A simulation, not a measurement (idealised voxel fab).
The process module presented herein is designated voxel double patterning.
It is cross-section cut that appears here, measuring 145 nm in width, its square cells being 5 nm in size.
Format of a cross-section: grid, square cells. Given as bands. Order: top down. Band: one or more rows of cells. In this notation a band is specified by the heights of its top and bottom, in that order and in nm, after which its materials appear from left to right, each paired with its width in nm. The word "edge to edge" attached to a single material means that material fills the band from edge to edge; the word "air" stands for empty space. A quick word on heights: they are counted from 0, and under that level the wafer as it came to us is one material throughout. The lowest band is different from the rest in having no bottom; it simply continues downward, written as in "0..down". So if you see something like "30 to 40" for the width, read it as the top row of the band sitting at the first number and the bottom row at the second, with every row in between moving by the same amount as the last. You'll sometimes find "no change occurred" written for a step, and that's the way of saying that nowhere in the cross-section did a cell change during that step. The label "Enclosed void list" introduces a list of the empty spaces, 8 cells or larger, that have no open way up to the top; each entry in it reads width x height at distance, where the distance is taken from the left edge and all three are stated in nm. Where a step's line continues beyond its settings, the continuation is a remark by the simulator itself on that step. overlay nm: step with mask; distance mask lay right of planned place; negative value = left of planned place.

### Steps planned for the process
1) RECEIVE,material Si
2) CONFORMAL_DEP,material SiO2,thk nm 10
3) DIRECTIONAL_DEP,material W,thk nm 15
4) DIRECTIONAL_DEP,material SiN,thk nm 5
5) DIRECTIONAL_DEP,material aC,thk nm 15
6) PATTERN,tone open,mask id FIRST,material resist,width nm 15,pitch nm 50,thk nm 30,overlay nm 0
7) DIRECTIONAL_ETCH,etch materials aC,depth nm 15
8) STRIP,etch materials resist
9) DIRECTIONAL_ETCH,etch materials SiN,depth nm 5
10) STRIP,etch materials aC
11) DIRECTIONAL_DEP,material aC,thk nm 15
12) PATTERN,tone open,mask id SECOND,material resist,width nm 15,thk nm 30,overlay nm 0
13) DIRECTIONAL_ETCH,etch materials aC,depth nm 15
14) STRIP,etch materials resist
15) DIRECTIONAL_ETCH,etch materials SiN,depth nm 5
16) STRIP,etch materials aC
17) DIRECTIONAL_ETCH,etch materials W,depth nm 15
18) STRIP,etch materials SiN

### Wafer at receipt (post step 1), cross-section
- 0..down: Si edge to edge
- Enclosed void list: none

### Same starting wafer, same plan as above, one mistake in the execution; this is the cross-section at the end of the module
- 15..0: W=40  air=15  W=10  air=15  W=10  air=15  W=40
- 0..down: Si edge to edge
- Enclosed void list: none
Processing error: step 2 of the plan was bypassed and not carried out
